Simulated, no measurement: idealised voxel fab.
Documented hereafter: the process module known as voxel transistor to metal.
Displayed cross-section: cut, width of 170 nm, square cells sized 5 nm.
Throughout this document, each cross-section is represented as a grid of square cells and is presented as a sequence of bands enumerated from the top downward, where a band comprises one or more rows of cells. Top, bottom (nm), then materials left to right with widths (nm); lone material tagged "everywhere" fills the whole band edge to edge; "blank" = empty space. All heights in this document are referenced to 0, defined as the level beneath which the wafer, as received, consists entirely of one material. The lowest band is not bounded below; it extends indefinitely downward and is written in the form "top 0, no bottom". Width: "30->40" (first number = top row, second number = bottom row, same change from row to row of cells). No cell of the cross-section changed in a step that is given as "no change". Reported under the label "Enclosed internal voids" are the empty spaces having no open way to the top and comprising 8 cells or more; the notation for each is width x height at distance, in which the distance is measured from the left edge and all three values are in nm. Formally, on a step line, whatever follows the settings is a remark that the simulator itself makes on the step. overlay nm: where the mask lay relative to plan, measured to the right, on steps with a mask; negatives go left.

These are the steps we planned for the process
| 1 | RECEIVE | material Si |
| 2 | CONFORMAL_DEP | material SiO2 | thk nm 5 |
| 3 | CONFORMAL_DEP | material SiN | thk nm 15 |
| 4 | DIRECTIONAL_DEP | material aC | thk nm 10 |
| 5 | PATTERN | tone cover | mask id ACTIVE | material resist | width nm 130 | thk nm 30 | overlay nm 0 |
| 6 | DIRECTIONAL_ETCH | etch materials aC | depth nm 10 |
| 7 | STRIP | etch materials resist |
| 8 | DIRECTIONAL_ETCH | etch materials SiN | depth nm 15 |
| 9 | DIRECTIONAL_ETCH | etch materials SiO2 | depth nm 5 |
| 10 | DIRECTIONAL_ETCH | etch materials Si | depth nm 30 |
| 11 | STRIP | etch materials aC |
| 12 | OXIDIZE | depth nm 5 |
| 13 | FILL_DEP | material SiO2 | thk nm 5 |
| 14 | CMP | height nm 20 |
| 15 | SELECTIVE_ETCH | etch materials SiO2 | depth nm 5 |
| 16 | STRIP | etch materials SiN |
| 17 | SELECTIVE_ETCH | etch materials SiO2 | depth nm 5 |
| 18 | OXIDIZE | depth nm 5 |
| 19 | DIRECTIONAL_DEP | material polySi | thk nm 30 |
| 20 | DIRECTIONAL_DEP | material SiCN | thk nm 10 |
| 21 | MASKED_ETCH | tone cover | mask id GATE | width nm 30 | etch materials SiCN | depth nm 20 | overlay nm 0 |
| 22 | MASKED_ETCH | tone cover | mask id GATE | width nm 30 | etch materials polySi | depth nm 40 | overlay nm 0 |
| 23 | CONFORMAL_DEP | material SiO2 | thk nm 5 |
| 24 | DIRECTIONAL_ETCH | etch materials SiO2 | depth nm 5 |
| 25 | CONFORMAL_DEP | material SiN | thk nm 10 |
| 26 | DIRECTIONAL_ETCH | etch materials SiN | depth nm 10 |
| 27 | DIRECTIONAL_ETCH | etch materials SiO2 | depth nm 5 |
| 28 | EPI | material pSi | thk nm 5 |
| 29 | FILL_DEP | material SiO2 | thk nm 10 |
| 30 | CMP | height nm 30 |
| 31 | STRIP | etch materials polySi |
| 32 | SELECTIVE_ETCH | etch materials SiO2 | depth nm 5 |
| 33 | CONFORMAL_DEP | material HfO2 | thk nm 5 |
| 34 | CONFORMAL_DEP | material TiN | thk nm 5 |
| 35 | FILL_DEP | material W | thk nm 10 |
| 36 | CMP | height nm 25 |
| 37 | DIRECTIONAL_DEP | material SiO2 | thk nm 15 |
| 38 | MASKED_ETCH | tone open | mask id CONTACT | width nm 20 | pitch nm 90 | etch materials SiO2 | depth nm 40 | overlay nm 0 |
| 39 | CONFORMAL_DEP | material TiN | thk nm 5 |
| 40 | FILL_DEP | material Ru | thk nm 5 |
| 41 | CMP | height nm 40 |
| 42 | CONFORMAL_DEP | material SiN | thk nm 5 |
| 43 | DIRECTIONAL_DEP | material lowk | thk nm 15 |
| 44 | PATTERN | tone open | mask id METAL_1 | material resist | width nm 20 | pitch nm 90 | thk nm 20 | overlay nm 0 |
| 45 | DIRECTIONAL_ETCH | etch materials lowk | depth nm 15 |
| 46 | DIRECTIONAL_ETCH | etch materials SiN | depth nm 5 |
| 47 | STRIP | etch materials resist |
| 48 | CONFORMAL_DEP | material TiN | thk nm 5 |
| 49 | FILL_DEP | material Cu | thk nm 5 |
| 50 | CMP | height nm 60 |
| 51 | CONFORMAL_DEP | material SiCN | thk nm 5 |
| 52 | DIRECTIONAL_DEP | material SiO2 | thk nm 30 |
| 53 | PATTERN | tone open | mask id METAL_2 | material resist | width nm 20 | pitch nm 90 | thk nm 20 | overlay nm 0 |
| 54 | DIRECTIONAL_ETCH | etch materials SiO2 | depth nm 20 |
| 55 | STRIP | etch materials resist |
| 56 | DIRECTIONAL_DEP | material aC | thk nm 10 |
| 57 | PATTERN | tone open | mask id METAL_2_HOLES | material resist | width nm 15 | pitch nm 90 | thk nm 30 | overlay nm 0 |
| 58 | DIRECTIONAL_ETCH | etch materials aC | depth nm 10 |
| 59 | STRIP | etch materials resist |
| 60 | DIRECTIONAL_ETCH | etch materials SiO2 | depth nm 10 |
| 61 | DIRECTIONAL_ETCH | etch materials SiCN | depth nm 5 |
| 62 | STRIP | etch materials aC |
| 63 | CONFORMAL_DEP | material TiN | thk nm 5 |
| 64 | FILL_DEP | material Cu | thk nm 10 |
| 65 | CMP | height nm 95 |
| 66 | CONFORMAL_DEP | material SiCN | thk nm 5 |

As-received wafer cross-section (after step 1)
- top 0, no bottom = Si everywhere
- Enclosed internal voids: none

First of two wafers at the end of the module, shown in cross-section; run carried out as planned
- top 100, bottom 95 = SiCN everywhere
- top 95, bottom 80 = 30 of SiO2 | 5 of TiN | 10 of Cu | 5 of TiN | 70 of SiO2 | 5 of TiN | 10 of Cu | 5 of TiN | 30 of SiO2
- top 80, bottom 75 = 30 of SiO2 | 5 of TiN | 5 of Cu | 10 of TiN | 70 of SiO2 | 5 of TiN | 5 of Cu | 10 of TiN | 30 of SiO2
- top 75, bottom 65 = 30 of SiO2 | 5 of TiN | 5 of Cu | 5 of TiN | 75 of SiO2 | 5 of TiN | 5 of Cu | 5 of TiN | 35 of SiO2
- top 65, bottom 60 = 30 of SiCN | 15 of TiN | 75 of SiCN | 15 of TiN | 35 of SiCN
- top 60, bottom 45 = 30 of lowk | 5 of TiN | 10 of Cu | 5 of TiN | 70 of lowk | 5 of TiN | 10 of Cu | 5 of TiN | 30 of lowk
- top 45, bottom 40 = 30 of SiN | 20 of TiN | 70 of SiN | 20 of TiN | 30 of SiN
- top 40, bottom 25 = 30 of SiO2 | 5 of TiN | 10 of Ru | 5 of TiN | 70 of SiO2 | 5 of TiN | 10 of Ru | 5 of TiN | 30 of SiO2
- top 25, bottom 10 = 30 of SiO2 | 5 of TiN | 10 of Ru | 5 of TiN | 5 of SiO2 | 10 of SiN | 5 of HfO2 | 5 of TiN | 20 of W | 5 of TiN | 5 of HfO2 | 10 of SiN | 5 of SiO2 | 5 of TiN | 10 of Ru | 5 of TiN | 30 of SiO2
- top 10, bottom 5 = 20 of SiO2 | 10 of SiN | 5 of TiN | 10 of Ru | 5 of TiN | 5 of SiO2 | 10 of SiN | 5 of HfO2 | 5 of TiN | 20 of W | 5 of TiN | 5 of HfO2 | 10 of SiN | 5 of SiO2 | 5 of TiN | 10 of Ru | 5 of TiN | 10 of SiN | 20 of SiO2
- top 5, bottom 0 = 20 of SiO2 | 10 of SiN | 20 of TiN | 5 of SiO2 | 10 of SiN | 5 of HfO2 | 30 of TiN | 5 of HfO2 | 10 of SiN | 5 of SiO2 | 20 of TiN | 10 of SiN | 20 of SiO2
- top 0, bottom -5 = 30 of SiO2 | 25 of pSi | 10 of SiO2 | 40 of HfO2 | 10 of SiO2 | 25 of pSi | 30 of SiO2
- top -5, bottom -35 = 25 of SiO2 | 120 of Si | 25 of SiO2
- top -35, no bottom = Si everywhere
- Enclosed internal voids: none

Cross-sectional view of the second of two wafers upon completion of the module. This wafer shared its starting condition and process plan with the first; one error was made during its execution
- top 100, bottom 95 = SiCN everywhere
- top 95, bottom 65 = SiO2 everywhere
- top 65, bottom 60 = SiCN everywhere
- top 60, bottom 45 = 30 of lowk | 5 of TiN | 10 of Cu | 5 of TiN | 70 of lowk | 5 of TiN | 10 of Cu | 5 of TiN | 30 of lowk
- top 45, bottom 40 = 30 of SiN | 20 of TiN | 70 of SiN | 20 of TiN | 30 of SiN
- top 40, bottom 25 = 30 of SiO2 | 5 of TiN | 10 of Ru | 5 of TiN | 70 of SiO2 | 5 of TiN | 10 of Ru | 5 of TiN | 30 of SiO2
- top 25, bottom 10 = 30 of SiO2 | 5 of TiN | 10 of Ru | 5 of TiN | 5 of SiO2 | 10 of SiN | 5 of HfO2 | 5 of TiN | 20 of W | 5 of TiN | 5 of HfO2 | 10 of SiN | 5 of SiO2 | 5 of TiN | 10 of Ru | 5 of TiN | 30 of SiO2
- top 10, bottom 5 = 20 of SiO2 | 10 of SiN | 5 of TiN | 10 of Ru | 5 of TiN | 5 of SiO2 | 10 of SiN | 5 of HfO2 | 5 of TiN | 20 of W | 5 of TiN | 5 of HfO2 | 10 of SiN | 5 of SiO2 | 5 of TiN | 10 of Ru | 5 of TiN | 10 of SiN | 20 of SiO2
- top 5, bottom 0 = 20 of SiO2 | 10 of SiN | 20 of TiN | 5 of SiO2 | 10 of SiN | 5 of HfO2 | 30 of TiN | 5 of HfO2 | 10 of SiN | 5 of SiO2 | 20 of TiN | 10 of SiN | 20 of SiO2
- top 0, bottom -5 = 30 of SiO2 | 25 of pSi | 10 of SiO2 | 40 of HfO2 | 10 of SiO2 | 25 of pSi | 30 of SiO2
- top -5, bottom -35 = 25 of SiO2 | 120 of Si | 25 of SiO2
- top -35, no bottom = Si everywhere
- Enclosed internal voids: none
What was done differently from what was planned? step 52 of the plan saw execution twice
The closing comparison, in cells, has the second wafer with more or fewer of some materials than the first: -18 Cu | +6 SiCN | +44 SiO2 | -32 TiN
